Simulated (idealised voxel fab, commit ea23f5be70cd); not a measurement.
This section sets out a process module, namely voxel transistor to metal.
cross-section cut | 155 nm wide | cells 5 nm
A cross-section in this document is a grid of square cells, and it is written down as bands, the top band listed before the ones below it; a band is made up of one or more rows of cells.
Top height, bottom height, nm. Materials left to right, width each, nm. Single material + "throughout" = fills band edge to edge. "blank" = empty.
Basically, 0 is our baseline, since under it the wafer straight out of the box is all one material. The bottom band has no lower end and keeps on going down, so it looks like "top 0, no bottom".
Graded width ("30 to 40"): value in top row of band = first number; value in bottom row = second number; row-to-row change constant.
Given "nothing was modified" for a step, no cell of the cross-section differs between before and after that step.
Closed empty spaces (no open way to the top) of 8 cells or more are what "Sealed cavities" lists, each as width x height at distance from the left edge, nm for all three.
If you see something after the settings on a step's line, that's the simulator's own remark about that step.
overlay nm: on a step with a mask, how far right of its planned place the mask lay; negative means left.

LISTED BELOW ARE THE PROCESS STEPS AS PLANNED
1) RECEIVE [material Si]
2) OXIDIZE [depth nm 5]
3) CONFORMAL_DEP [material SiN] [thk nm 15]
4) DIRECTIONAL_DEP [material aC] [thk nm 15]
5) PATTERN [tone cover] [mask id ACTIVE] [material resist] [width nm 110] [thk nm 35] [overlay nm 0]
6) DIRECTIONAL_ETCH [etch materials aC] [depth nm 15]
7) STRIP [etch materials resist]
8) DIRECTIONAL_ETCH [etch materials SiN] [depth nm 15]
9) DIRECTIONAL_ETCH [etch materials SiO2] [depth nm 5]
10) DIRECTIONAL_ETCH [etch materials Si] [depth nm 35]
11) STRIP [etch materials aC]
12) OXIDIZE [depth nm 5]
13) FILL_DEP [material SiO2] [thk nm 15]
14) CMP [height nm 15]
15) SELECTIVE_ETCH [etch materials SiO2] [depth nm 10]
16) STRIP [etch materials SiN]
17) SELECTIVE_ETCH [etch materials SiO2] [depth nm 5]
18) OXIDIZE [depth nm 5]
19) DIRECTIONAL_DEP [material polySi] [thk nm 25]
20) DIRECTIONAL_DEP [material SiCN] [thk nm 10]
21) DIRECTIONAL_DEP [material aC] [thk nm 10]
22) PATTERN [tone cover] [mask id GATE] [material resist] [width nm 20] [thk nm 25] [overlay nm 0]
23) DIRECTIONAL_ETCH [etch materials aC] [depth nm 10]
24) STRIP [etch materials resist]
25) DIRECTIONAL_ETCH [etch materials SiCN] [depth nm 20]
26) DIRECTIONAL_ETCH [etch materials polySi] [depth nm 35]
27) STRIP [etch materials aC]
28) CONFORMAL_DEP [material SiN] [thk nm 5]
29) DIRECTIONAL_ETCH [etch materials SiN] [depth nm 5]
30) DIRECTIONAL_ETCH [etch materials SiO2] [depth nm 5]
31) DIRECTIONAL_ETCH [etch materials Si] [depth nm 10]
32) EPI [material pSi] [thk nm 15]
33) FILL_DEP [material SiO2] [thk nm 10]
34) CMP [height nm 30]
35) DIRECTIONAL_DEP [material SiO2] [thk nm 15]
36) MASKED_ETCH [tone open] [mask id CONTACT] [width nm 30] [pitch nm 60] [etch materials SiO2] [depth nm 50] [overlay nm 0]
37) CONFORMAL_DEP [material TiN] [thk nm 5]
38) FILL_DEP [material Ru] [thk nm 10]
39) CMP [height nm 45]
40) CONFORMAL_DEP [material SiCN] [thk nm 5]
41) DIRECTIONAL_DEP [material SiO2] [thk nm 25]
42) PATTERN [tone open] [mask id METAL_1] [material resist] [width nm 20] [pitch nm 70] [thk nm 20] [overlay nm 0]
43) DIRECTIONAL_ETCH [etch materials SiO2] [depth nm 25]
44) DIRECTIONAL_ETCH [etch materials SiCN] [depth nm 5]
45) STRIP [etch materials resist]
46) CONFORMAL_DEP [material TiN] [thk nm 5]
47) FILL_DEP [material W] [thk nm 5]
48) CMP [height nm 75]
49) EPI [material Ru] [thk nm 5]
50) FILL_DEP [material SiCN] [thk nm 5]

THE FIRST OF A SET OF TWO WAFERS, RUN TO PLAN

DELIVERED WAFER IN CROSS-SECTION: STATE AFTER STEP 1
  top 0, no bottom | Si throughout
  Sealed cavities: none

STEP 2 DONE - WAFER CROSS-SECTION
  top 0, bottom -5 | SiO2 throughout
  For the remainder of the cross-section, below -5, there is no change.

STEP 3 DONE - WAFER CROSS-SECTION
  top 15, bottom 0 | SiN throughout
  For the remainder of the cross-section, below 0, there is no change.

STEP 4 DONE - WAFER CROSS-SECTION
  top 30, bottom 15 | aC throughout
  For the remainder of the cross-section, below 15, there is no change.

STEP 5 DONE - WAFER CROSS-SECTION
  top 65, bottom 30 | 20 of blank | 110 of resist | 25 of blank
  For the remainder of the cross-section, below 30, there is no change.

STEP 6 DONE - WAFER CROSS-SECTION
  top 50, bottom 30 | 20 of blank | 110 of resist | 25 of blank
  top 30, bottom 15 | 20 of blank | 110 of aC | 25 of blank
  For the remainder of the cross-section, below 15, there is no change.

STEP 7 DONE - WAFER CROSS-SECTION
  top 30, bottom 15 | 20 of blank | 110 of aC | 25 of blank
  For the remainder of the cross-section, below 15, there is no change.

STEP 8 DONE - WAFER CROSS-SECTION
  top 30, bottom 15 | 20 of blank | 110 of aC | 25 of blank
  top 15, bottom 0 | 20 of blank | 110 of SiN | 25 of blank
  For the remainder of the cross-section, below 0, there is no change.

STEP 9 DONE - WAFER CROSS-SECTION
  top 30, bottom 15 | 20 of blank | 110 of aC | 25 of blank
  top 15, bottom 0 | 20 of blank | 110 of SiN | 25 of blank
  top 0, bottom -5 | 20 of blank | 110 of SiO2 | 25 of blank
  For the remainder of the cross-section, below -5, there is no change.

STEP 10 DONE - WAFER CROSS-SECTION
  top 30, bottom 15 | 20 of blank | 110 of aC | 25 of blank
  top 15, bottom 0 | 20 of blank | 110 of SiN | 25 of blank
  top 0, bottom -5 | 20 of blank | 110 of SiO2 | 25 of blank
  top -5, bottom -40 | 20 of blank | 110 of Si | 25 of blank
  For the remainder of the cross-section, below -40, there is no change.

STEP 11 DONE - WAFER CROSS-SECTION
  top 15, bottom 0 | 20 of blank | 110 of SiN | 25 of blank
  For the remainder of the cross-section, below 0, there is no change.

STEP 12 DONE - WAFER CROSS-SECTION
  top 15, bottom 0 | 20 of blank | 110 of SiN | 25 of blank
  top 0, bottom -5 | 20 of blank | 110 of SiO2 | 25 of blank
  top -5, bottom -40 | 20 of blank | 5 of SiO2 | 100 of Si | 5 of SiO2 | 25 of blank
  top -40, bottom -45 | 25 of SiO2 | 100 of Si | 30 of SiO2
  For the remainder of the cross-section, below -45, there is no change.

STEP 13 DONE - WAFER CROSS-SECTION
  top 30, bottom 15 | SiO2 throughout
  top 15, bottom 0 | 20 of SiO2 | 110 of SiN | 25 of SiO2
  top 0, bottom -5 | SiO2 throughout
  top -5, bottom -45 | 25 of SiO2 | 100 of Si | 30 of SiO2
  For the remainder of the cross-section, below -45, there is no change.

STEP 14 DONE - WAFER CROSS-SECTION
  top 15, bottom 0 | 20 of SiO2 | 110 of SiN | 25 of SiO2
  For the remainder of the cross-section, below 0, there is no change.

STEP 15 DONE - WAFER CROSS-SECTION
  top 15, bottom 5 | 20 of blank | 110 of SiN | 25 of blank
  For the remainder of the cross-section, below 5, there is no change.

STEP 16 DONE - WAFER CROSS-SECTION
  top 5, bottom 0 | 20 of SiO2 | 110 of blank | 25 of SiO2
  For the remainder of the cross-section, below 0, there is no change.

STEP 17 DONE - WAFER CROSS-SECTION
  top 0, bottom -5 | 15 of SiO2 | 120 of blank | 20 of SiO2
  For the remainder of the cross-section, below -5, there is no change.

STEP 18 DONE - WAFER CROSS-SECTION
  top 0, bottom -5 | 15 of SiO2 | 120 of blank | 20 of SiO2
  top -5, bottom -10 | SiO2 throughout
  For the remainder of the cross-section, below -10, there is no change.

STEP 19 DONE - WAFER CROSS-SECTION
  top 25, bottom 20 | 15 of polySi | 120 of blank | 20 of polySi
  top 20, bottom 0 | polySi throughout
  top 0, bottom -5 | 15 of SiO2 | 120 of polySi | 20 of SiO2
  For the remainder of the cross-section, below -5, there is no change.

STEP 20 DONE - WAFER CROSS-SECTION
  top 35, bottom 30 | 15 of SiCN | 120 of blank | 20 of SiCN
  top 30, bottom 25 | SiCN throughout
  top 25, bottom 20 | 15 of polySi | 120 of SiCN | 20 of polySi
  For the remainder of the cross-section, below 20, there is no change.

STEP 21 DONE - WAFER CROSS-SECTION
  top 45, bottom 40 | 15 of aC | 120 of blank | 20 of aC
  top 40, bottom 35 | aC throughout
  top 35, bottom 30 | 15 of SiCN | 120 of aC | 20 of SiCN
  For the remainder of the cross-section, below 30, there is no change.

STEP 22 DONE - WAFER CROSS-SECTION
  top 70, bottom 45 | 65 of blank | 20 of resist | 70 of blank
  top 45, bottom 40 | 15 of aC | 50 of blank | 20 of resist | 50 of blank | 20 of aC
  For the remainder of the cross-section, below 40, there is no change.

STEP 23 DONE - WAFER CROSS-SECTION
  top 60, bottom 40 | 65 of blank | 20 of resist | 70 of blank
  top 40, bottom 35 | 65 of blank | 20 of aC | 70 of blank
  top 35, bottom 30 | 15 of SiCN | 50 of blank | 20 of aC | 50 of blank | 20 of SiCN
  For the remainder of the cross-section, below 30, there is no change.

STEP 24 DONE - WAFER CROSS-SECTION
  top 40, bottom 35 | 65 of blank | 20 of aC | 70 of blank
  For the remainder of the cross-section, below 35, there is no change.

STEP 25 DONE - WAFER CROSS-SECTION
  top 40, bottom 30 | 65 of blank | 20 of aC | 70 of blank
  top 30, bottom 25 | 65 of blank | 20 of SiCN | 70 of blank
  top 25, bottom 20 | 15 of polySi | 50 of blank | 20 of SiCN | 50 of blank | 20 of polySi
  For the remainder of the cross-section, below 20, there is no change.

STEP 26 DONE - WAFER CROSS-SECTION
  top 40, bottom 30 | 65 of blank | 20 of aC | 70 of blank
  top 30, bottom 20 | 65 of blank | 20 of SiCN | 70 of blank
  top 20, bottom 0 | 65 of blank | 20 of polySi | 70 of blank
  top 0, bottom -5 | 15 of SiO2 | 50 of blank | 20 of polySi | 50 of blank | 20 of SiO2
  For the remainder of the cross-section, below -5, there is no change.

STEP 27 DONE - WAFER CROSS-SECTION
  top 30, bottom 20 | 65 of blank | 20 of SiCN | 70 of blank
  For the remainder of the cross-section, below 20, there is no change.

STEP 28 DONE - WAFER CROSS-SECTION
  top 35, bottom 30 | 60 of blank | 30 of SiN | 65 of blank
  top 30, bottom 20 | 60 of blank | 5 of SiN | 20 of SiCN | 5 of SiN | 65 of blank
  top 20, bottom 5 | 60 of blank | 5 of SiN | 20 of polySi | 5 of SiN | 65 of blank
  top 5, bottom 0 | 20 of SiN | 40 of blank | 5 of SiN | 20 of polySi | 5 of SiN | 40 of blank | 25 of SiN
  top 0, bottom -5 | 15 of SiO2 | 50 of SiN | 20 of polySi | 50 of SiN | 20 of SiO2
  For the remainder of the cross-section, below -5, there is no change.

STEP 29 DONE - WAFER CROSS-SECTION
  top 30, bottom 20 | 60 of blank | 5 of SiN | 20 of SiCN | 5 of SiN | 65 of blank
  top 20, bottom 0 | 60 of blank | 5 of SiN | 20 of polySi | 5 of SiN | 65 of blank
  top 0, bottom -5 | 15 of SiO2 | 5 of SiN | 40 of blank | 5 of SiN | 20 of polySi | 5 of SiN | 40 of blank | 5 of SiN | 20 of SiO2
  For the remainder of the cross-section, below -5, there is no change.

STEP 30 DONE - WAFER CROSS-SECTION
  top 30, bottom 20 | 60 of blank | 5 of SiN | 20 of SiCN | 5 of SiN | 65 of blank
  top 20, bottom 0 | 60 of blank | 5 of SiN | 20 of polySi | 5 of SiN | 65 of blank
  top 0, bottom -5 | 15 of blank | 5 of SiN | 40 of blank | 5 of SiN | 20 of polySi | 5 of SiN | 40 of blank | 5 of SiN | 20 of blank
  top -5, bottom -10 | 20 of SiO2 | 40 of blank | 30 of SiO2 | 40 of blank | 25 of SiO2
  For the remainder of the cross-section, below -10, there is no change.

STEP 31 DONE - WAFER CROSS-SECTION
  top 30, bottom 20 | 60 of blank | 5 of SiN | 20 of SiCN | 5 of SiN | 65 of blank
  top 20, bottom 0 | 60 of blank | 5 of SiN | 20 of polySi | 5 of SiN | 65 of blank
  top 0, bottom -5 | 15 of blank | 5 of SiN | 40 of blank | 5 of SiN | 20 of polySi | 5 of SiN | 40 of blank | 5 of SiN | 20 of blank
  top -5, bottom -10 | 20 of SiO2 | 40 of blank | 30 of SiO2 | 40 of blank | 25 of SiO2
  top -10, bottom -20 | 25 of SiO2 | 35 of blank | 30 of Si | 35 of blank | 30 of SiO2
  For the remainder of the cross-section, below -20, there is no change.

STEP 32 DONE - WAFER CROSS-SECTION
  top 30, bottom 20 | 60 of blank | 5 of SiN | 20 of SiCN | 5 of SiN | 65 of blank
  top 20, bottom 5 | 60 of blank | 5 of SiN | 20 of polySi | 5 of SiN | 65 of blank
  top 5, bottom 0 | 45 of blank | 15 of pSi | 5 of SiN | 20 of polySi | 5 of SiN | 15 of pSi | 50 of blank
  top 0, bottom -5 | 15 of blank | 5 of SiN | 25 of blank | 15 of pSi | 5 of SiN | 20 of polySi | 5 of SiN | 15 of pSi | 25 of blank | 5 of SiN | 20 of blank
  top -5, bottom -10 | 20 of SiO2 | 40 of pSi | 30 of SiO2 | 40 of pSi | 25 of SiO2
  top -10, bottom -20 | 25 of SiO2 | 35 of pSi | 30 of Si | 35 of pSi | 30 of SiO2
  For the remainder of the cross-section, below -20, there is no change.

STEP 33 DONE - WAFER CROSS-SECTION
  top 40, bottom 30 | SiO2 throughout
  top 30, bottom 20 | 60 of SiO2 | 5 of SiN | 20 of SiCN | 5 of SiN | 65 of SiO2
  top 20, bottom 5 | 60 of SiO2 | 5 of SiN | 20 of polySi | 5 of SiN | 65 of SiO2
  top 5, bottom 0 | 45 of SiO2 | 15 of pSi | 5 of SiN | 20 of polySi | 5 of SiN | 15 of pSi | 50 of SiO2
  top 0, bottom -5 | 15 of SiO2 | 5 of SiN | 25 of SiO2 | 15 of pSi | 5 of SiN | 20 of polySi | 5 of SiN | 15 of pSi | 25 of SiO2 | 5 of SiN | 20 of SiO2
  For the remainder of the cross-section, below -5, there is no change.

STEP 34 DONE - WAFER CROSS-SECTION
  top 30, bottom 20 | 60 of SiO2 | 5 of SiN | 20 of SiCN | 5 of SiN | 65 of SiO2
  For the remainder of the cross-section, below 20, there is no change.

STEP 35 DONE - WAFER CROSS-SECTION
  top 45, bottom 30 | SiO2 throughout
  For the remainder of the cross-section, below 30, there is no change.

STEP 36 DONE - WAFER CROSS-SECTION
  top 45, bottom 30 | 30 of SiO2 | 30 of blank | 30 of SiO2 | 30 of blank | 35 of SiO2
  top 30, bottom 20 | 30 of SiO2 | 30 of blank | 5 of SiN | 20 of SiCN | 5 of SiN | 30 of blank | 35 of SiO2
  top 20, bottom 5 | 30 of SiO2 | 30 of blank | 5 of SiN | 20 of polySi | 5 of SiN | 30 of blank | 35 of SiO2
  top 5, bottom 0 | 30 of SiO2 | 15 of blank | 15 of pSi | 5 of SiN | 20 of polySi | 5 of SiN | 15 of pSi | 15 of blank | 35 of SiO2
  top 0, bottom -5 | 15 of SiO2 | 5 of SiN | 10 of SiO2 | 15 of blank | 15 of pSi | 5 of SiN | 20 of polySi | 5 of SiN | 15 of pSi | 15 of blank | 10 of SiO2 | 5 of SiN | 20 of SiO2
  For the remainder of the cross-section, below -5, there is no change.

STEP 37 DONE - WAFER CROSS-SECTION
  top 50, bottom 45 | 35 of TiN | 20 of blank | 40 of TiN | 20 of blank | 40 of TiN
  top 45, bottom 30 | 30 of SiO2 | 5 of TiN | 20 of blank | 5 of TiN | 30 of SiO2 | 5 of TiN | 20 of blank | 5 of TiN | 35 of SiO2
  top 30, bottom 20 | 30 of SiO2 | 5 of TiN | 20 of blank | 5 of TiN | 5 of SiN | 20 of SiCN | 5 of SiN | 5 of TiN | 20 of blank | 5 of TiN | 35 of SiO2
  top 20, bottom 10 | 30 of SiO2 | 5 of TiN | 20 of blank | 5 of TiN | 5 of SiN | 20 of polySi | 5 of SiN | 5 of TiN | 20 of blank | 5 of TiN | 35 of SiO2
  top 10, bottom 5 | 30 of SiO2 | 5 of TiN | 5 of blank | 20 of TiN | 5 of SiN | 20 of polySi | 5 of SiN | 20 of TiN | 5 of blank | 5 of TiN | 35 of SiO2
  top 5, bottom 0 | 30 of SiO2 | 5 of TiN | 5 of blank | 5 of TiN | 15 of pSi | 5 of SiN | 20 of polySi | 5 of SiN | 15 of pSi | 5 of TiN | 5 of blank | 5 of TiN | 35 of SiO2
  top 0, bottom -5 | 15 of SiO2 | 5 of SiN | 10 of SiO2 | 15 of TiN | 15 of pSi | 5 of SiN | 20 of polySi | 5 of SiN | 15 of pSi | 15 of TiN | 10 of SiO2 | 5 of SiN | 20 of SiO2
  For the remainder of the cross-section, below -5, there is no change.

STEP 38 DONE - WAFER CROSS-SECTION
  top 60, bottom 50 | Ru throughout
  top 50, bottom 45 | 35 of TiN | 20 of Ru | 40 of TiN | 20 of Ru | 40 of TiN
  top 45, bottom 30 | 30 of SiO2 | 5 of TiN | 20 of Ru | 5 of TiN | 30 of SiO2 | 5 of TiN | 20 of Ru | 5 of TiN | 35 of SiO2
  top 30, bottom 20 | 30 of SiO2 | 5 of TiN | 20 of Ru | 5 of TiN | 5 of SiN | 20 of SiCN | 5 of SiN | 5 of TiN | 20 of Ru | 5 of TiN | 35 of SiO2
  top 20, bottom 10 | 30 of SiO2 | 5 of TiN | 20 of Ru | 5 of TiN | 5 of SiN | 20 of polySi | 5 of SiN | 5 of TiN | 20 of Ru | 5 of TiN | 35 of SiO2
  top 10, bottom 5 | 30 of SiO2 | 5 of TiN | 5 of Ru | 20 of TiN | 5 of SiN | 20 of polySi | 5 of SiN | 20 of TiN | 5 of Ru | 5 of TiN | 35 of SiO2
  top 5, bottom 0 | 30 of SiO2 | 5 of TiN | 5 of Ru | 5 of TiN | 15 of pSi | 5 of SiN | 20 of polySi | 5 of SiN | 15 of pSi | 5 of TiN | 5 of Ru | 5 of TiN | 35 of SiO2
  For the remainder of the cross-section, below 0, there is no change.

STEP 39 DONE - WAFER CROSS-SECTION
  top 45, bottom 30 | 30 of SiO2 | 5 of TiN | 20 of Ru | 5 of TiN | 30 of SiO2 | 5 of TiN | 20 of Ru | 5 of TiN | 35 of SiO2
  For the remainder of the cross-section, below 30, there is no change.

STEP 40 DONE - WAFER CROSS-SECTION
  top 50, bottom 45 | SiCN throughout
  For the remainder of the cross-section, below 45, there is no change.

STEP 41 DONE - WAFER CROSS-SECTION
  top 75, bottom 50 | SiO2 throughout
  For the remainder of the cross-section, below 50, there is no change.

STEP 42 DONE - WAFER CROSS-SECTION
  top 95, bottom 75 | 30 of resist | 20 of blank | 50 of resist | 20 of blank | 35 of resist
  For the remainder of the cross-section, below 75, there is no change.

STEP 43 DONE - WAFER CROSS-SECTION
  top 95, bottom 75 | 30 of resist | 20 of blank | 50 of resist | 20 of blank | 35 of resist
  top 75, bottom 50 | 30 of SiO2 | 20 of blank | 50 of SiO2 | 20 of blank | 35 of SiO2
  For the remainder of the cross-section, below 50, there is no change.

STEP 44 DONE - WAFER CROSS-SECTION
  top 95, bottom 75 | 30 of resist | 20 of blank | 50 of resist | 20 of blank | 35 of resist
  top 75, bottom 50 | 30 of SiO2 | 20 of blank | 50 of SiO2 | 20 of blank | 35 of SiO2
  top 50, bottom 45 | 30 of SiCN | 20 of blank | 50 of SiCN | 20 of blank | 35 of SiCN
  For the remainder of the cross-section, below 45, there is no change.

STEP 45 DONE - WAFER CROSS-SECTION
  top 75, bottom 50 | 30 of SiO2 | 20 of blank | 50 of SiO2 | 20 of blank | 35 of SiO2
  For the remainder of the cross-section, below 50, there is no change.

STEP 46 DONE - WAFER CROSS-SECTION
  top 80, bottom 75 | 35 of TiN | 10 of blank | 60 of TiN | 10 of blank | 40 of TiN
  top 75, bottom 50 | 30 of SiO2 | 5 of TiN | 10 of blank | 5 of TiN | 50 of SiO2 | 5 of TiN | 10 of blank | 5 of TiN | 35 of SiO2
  top 50, bottom 45 | 30 of SiCN | 20 of TiN | 50 of SiCN | 20 of TiN | 35 of SiCN
  For the remainder of the cross-section, below 45, there is no change.

STEP 47 DONE - WAFER CROSS-SECTION
  top 85, bottom 80 | W throughout
  top 80, bottom 75 | 35 of TiN | 10 of W | 60 of TiN | 10 of W | 40 of TiN
  top 75, bottom 50 | 30 of SiO2 | 5 of TiN | 10 of W | 5 of TiN | 50 of SiO2 | 5 of TiN | 10 of W | 5 of TiN | 35 of SiO2
  For the remainder of the cross-section, below 50, there is no change.

STEP 48 DONE - WAFER CROSS-SECTION
  top 75, bottom 50 | 30 of SiO2 | 5 of TiN | 10 of W | 5 of TiN | 50 of SiO2 | 5 of TiN | 10 of W | 5 of TiN | 35 of SiO2
  For the remainder of the cross-section, below 50, there is no change.

STEP 49 DONE - WAFER CROSS-SECTION
  top 80, bottom 75 | 25 of blank | 30 of Ru | 40 of blank | 30 of Ru | 30 of blank
  For the remainder of the cross-section, below 75, there is no change.

STEP 50 DONE - WAFER CROSS-SECTION
  top 85, bottom 80 | SiCN throughout
  top 80, bottom 75 | 25 of SiCN | 30 of Ru | 40 of SiCN | 30 of Ru | 30 of SiCN
  For the remainder of the cross-section, below 75, there is no change.

WAFER TWO. SAME START, SAME PLAN, ONE SLIP IN EXECUTION. SAME AS WAFER ONE THROUGH STEP 30, INCLUSIVE

CROSS-SECTION: SECOND WAFER, TIME AT WHICH STEP 31 WAS SCHEDULED TO END
  top 30, bottom 20 | 60 of blank | 5 of SiN | 20 of SiCN | 5 of SiN | 65 of blank
  top 20, bottom 5 | 60 of blank | 5 of SiN | 20 of polySi | 5 of SiN | 65 of blank
  top 5, bottom 0 | 15 of blank | 45 of pSi | 5 of SiN | 20 of polySi | 5 of SiN | 45 of pSi | 20 of blank
  top 0, bottom -5 | 15 of blank | 5 of SiN | 40 of pSi | 5 of SiN | 20 of polySi | 5 of SiN | 40 of pSi | 5 of SiN | 20 of blank
  top -5, bottom -10 | 20 of SiO2 | 40 of pSi | 30 of SiO2 | 40 of pSi | 25 of SiO2
  For the remainder of the cross-section, below -10, there is no change.

CROSS-SECTION: SECOND WAFER, TIME AT WHICH STEP 32 WAS SCHEDULED TO END
  top 30, bottom 20 | 60 of blank | 5 of SiN | 20 of SiCN | 5 of SiN | 65 of blank
  top 20, bottom 0 | 60 of blank | 5 of SiN | 20 of polySi | 5 of SiN | 65 of blank
  top 0, bottom -5 | 15 of blank | 5 of SiN | 40 of blank | 5 of SiN | 20 of polySi | 5 of SiN | 40 of blank | 5 of SiN | 20 of blank
  For the remainder of the cross-section, below -5, there is no change.

CROSS-SECTION: SECOND WAFER, TIME AT WHICH STEP 33 WAS SCHEDULED TO END
  top 40, bottom 30 | SiO2 throughout
  top 30, bottom 20 | 60 of SiO2 | 5 of SiN | 20 of SiCN | 5 of SiN | 65 of SiO2
  top 20, bottom 0 | 60 of SiO2 | 5 of SiN | 20 of polySi | 5 of SiN | 65 of SiO2
  top 0, bottom -5 | 15 of SiO2 | 5 of SiN | 40 of SiO2 | 5 of SiN | 20 of polySi | 5 of SiN | 40 of SiO2 | 5 of SiN | 20 of SiO2
  For the remainder of the cross-section, below -5, there is no change.

CROSS-SECTION: SECOND WAFER, TIME AT WHICH STEP 34 WAS SCHEDULED TO END
  top 30, bottom 20 | 60 of SiO2 | 5 of SiN | 20 of SiCN | 5 of SiN | 65 of SiO2
  For the remainder of the cross-section, below 20, there is no change.

CROSS-SECTION: SECOND WAFER, TIME AT WHICH STEP 35 WAS SCHEDULED TO END
  top 45, bottom 30 | SiO2 throughout
  For the remainder of the cross-section, below 30, there is no change.

CROSS-SECTION: SECOND WAFER, TIME AT WHICH STEP 36 WAS SCHEDULED TO END
  top 45, bottom 30 | 30 of SiO2 | 30 of blank | 30 of SiO2 | 30 of blank | 35 of SiO2
  top 30, bottom 20 | 30 of SiO2 | 30 of blank | 5 of SiN | 20 of SiCN | 5 of SiN | 30 of blank | 35 of SiO2
  top 20, bottom 0 | 30 of SiO2 | 30 of blank | 5 of SiN | 20 of polySi | 5 of SiN | 30 of blank | 35 of SiO2
  top 0, bottom -5 | 15 of SiO2 | 5 of SiN | 10 of SiO2 | 30 of blank | 5 of SiN | 20 of polySi | 5 of SiN | 30 of blank | 10 of SiO2 | 5 of SiN | 20 of SiO2
  For the remainder of the cross-section, below -5, there is no change.

CROSS-SECTION: SECOND WAFER, TIME AT WHICH STEP 37 WAS SCHEDULED TO END
  top 50, bottom 45 | 35 of TiN | 20 of blank | 40 of TiN | 20 of blank | 40 of TiN
  top 45, bottom 30 | 30 of SiO2 | 5 of TiN | 20 of blank | 5 of TiN | 30 of SiO2 | 5 of TiN | 20 of blank | 5 of TiN | 35 of SiO2
  top 30, bottom 20 | 30 of SiO2 | 5 of TiN | 20 of blank | 5 of TiN | 5 of SiN | 20 of SiCN | 5 of SiN | 5 of TiN | 20 of blank | 5 of TiN | 35 of SiO2
  top 20, bottom 0 | 30 of SiO2 | 5 of TiN | 20 of blank | 5 of TiN | 5 of SiN | 20 of polySi | 5 of SiN | 5 of TiN | 20 of blank | 5 of TiN | 35 of SiO2
  top 0, bottom -5 | 15 of SiO2 | 5 of SiN | 10 of SiO2 | 30 of TiN | 5 of SiN | 20 of polySi | 5 of SiN | 30 of TiN | 10 of SiO2 | 5 of SiN | 20 of SiO2
  For the remainder of the cross-section, below -5, there is no change.

CROSS-SECTION: SECOND WAFER, TIME AT WHICH STEP 38 WAS SCHEDULED TO END
  top 60, bottom 50 | Ru throughout
  top 50, bottom 45 | 35 of TiN | 20 of Ru | 40 of TiN | 20 of Ru | 40 of TiN
  top 45, bottom 30 | 30 of SiO2 | 5 of TiN | 20 of Ru | 5 of TiN | 30 of SiO2 | 5 of TiN | 20 of Ru | 5 of TiN | 35 of SiO2
  top 30, bottom 20 | 30 of SiO2 | 5 of TiN | 20 of Ru | 5 of TiN | 5 of SiN | 20 of SiCN | 5 of SiN | 5 of TiN | 20 of Ru | 5 of TiN | 35 of SiO2
  top 20, bottom 0 | 30 of SiO2 | 5 of TiN | 20 of Ru | 5 of TiN | 5 of SiN | 20 of polySi | 5 of SiN | 5 of TiN | 20 of Ru | 5 of TiN | 35 of SiO2
  For the remainder of the cross-section, below 0, there is no change.

CROSS-SECTION: SECOND WAFER, TIME AT WHICH STEP 39 WAS SCHEDULED TO END
  top 45, bottom 30 | 30 of SiO2 | 5 of TiN | 20 of Ru | 5 of TiN | 30 of SiO2 | 5 of TiN | 20 of Ru | 5 of TiN | 35 of SiO2
  For the remainder of the cross-section, below 30, there is no change.

CROSS-SECTION: SECOND WAFER, TIME AT WHICH STEP 40 WAS SCHEDULED TO END
  top 50, bottom 45 | SiCN throughout
  For the remainder of the cross-section, below 45, there is no change.

CROSS-SECTION: SECOND WAFER, TIME AT WHICH STEP 41 WAS SCHEDULED TO END
  top 75, bottom 50 | SiO2 throughout
  For the remainder of the cross-section, below 50, there is no change.

CROSS-SECTION: SECOND WAFER, TIME AT WHICH STEP 42 WAS SCHEDULED TO END
  top 95, bottom 75 | 30 of resist | 20 of blank | 50 of resist | 20 of blank | 35 of resist
  For the remainder of the cross-section, below 75, there is no change.

CROSS-SECTION: SECOND WAFER, TIME AT WHICH STEP 43 WAS SCHEDULED TO END
  top 95, bottom 75 | 30 of resist | 20 of blank | 50 of resist | 20 of blank | 35 of resist
  top 75, bottom 50 | 30 of SiO2 | 20 of blank | 50 of SiO2 | 20 of blank | 35 of SiO2
  For the remainder of the cross-section, below 50, there is no change.

CROSS-SECTION: SECOND WAFER, TIME AT WHICH STEP 44 WAS SCHEDULED TO END
  top 95, bottom 75 | 30 of resist | 20 of blank | 50 of resist | 20 of blank | 35 of resist
  top 75, bottom 50 | 30 of SiO2 | 20 of blank | 50 of SiO2 | 20 of blank | 35 of SiO2
  top 50, bottom 45 | 30 of SiCN | 20 of blank | 50 of SiCN | 20 of blank | 35 of SiCN
  For the remainder of the cross-section, below 45, there is no change.

CROSS-SECTION: SECOND WAFER, TIME AT WHICH STEP 45 WAS SCHEDULED TO END
  top 75, bottom 50 | 30 of SiO2 | 20 of blank | 50 of SiO2 | 20 of blank | 35 of SiO2
  For the remainder of the cross-section, below 50, there is no change.

CROSS-SECTION: SECOND WAFER, TIME AT WHICH STEP 46 WAS SCHEDULED TO END
  top 80, bottom 75 | 35 of TiN | 10 of blank | 60 of TiN | 10 of blank | 40 of TiN
  top 75, bottom 50 | 30 of SiO2 | 5 of TiN | 10 of blank | 5 of TiN | 50 of SiO2 | 5 of TiN | 10 of blank | 5 of TiN | 35 of SiO2
  top 50, bottom 45 | 30 of SiCN | 20 of TiN | 50 of SiCN | 20 of TiN | 35 of SiCN
  For the remainder of the cross-section, below 45, there is no change.

CROSS-SECTION: SECOND WAFER, TIME AT WHICH STEP 47 WAS SCHEDULED TO END
  top 85, bottom 80 | W throughout
  top 80, bottom 75 | 35 of TiN | 10 of W | 60 of TiN | 10 of W | 40 of TiN
  top 75, bottom 50 | 30 of SiO2 | 5 of TiN | 10 of W | 5 of TiN | 50 of SiO2 | 5 of TiN | 10 of W | 5 of TiN | 35 of SiO2
  For the remainder of the cross-section, below 50, there is no change.

CROSS-SECTION: SECOND WAFER, TIME AT WHICH STEP 48 WAS SCHEDULED TO END
  top 75, bottom 50 | 30 of SiO2 | 5 of TiN | 10 of W | 5 of TiN | 50 of SiO2 | 5 of TiN | 10 of W | 5 of TiN | 35 of SiO2
  For the remainder of the cross-section, below 50, there is no change.

CROSS-SECTION: SECOND WAFER, TIME AT WHICH STEP 49 WAS SCHEDULED TO END
  top 80, bottom 75 | 25 of blank | 30 of Ru | 40 of blank | 30 of Ru | 30 of blank
  For the remainder of the cross-section, below 75, there is no change.

CROSS-SECTION: SECOND WAFER, TIME AT WHICH STEP 50 WAS SCHEDULED TO END
  top 85, bottom 80 | SiCN throughout
  top 80, bottom 75 | 25 of SiCN | 30 of Ru | 40 of SiCN | 30 of Ru | 30 of SiCN
  For the remainder of the cross-section, below 75, there is no change.
Nonconformance to the process plan: ran 31 and 32 in swapped order versus the plan
Wafer comparison, final, in cells, second relative to first, materials more or fewer: +12 Ru, +28 Si, -40 pSi
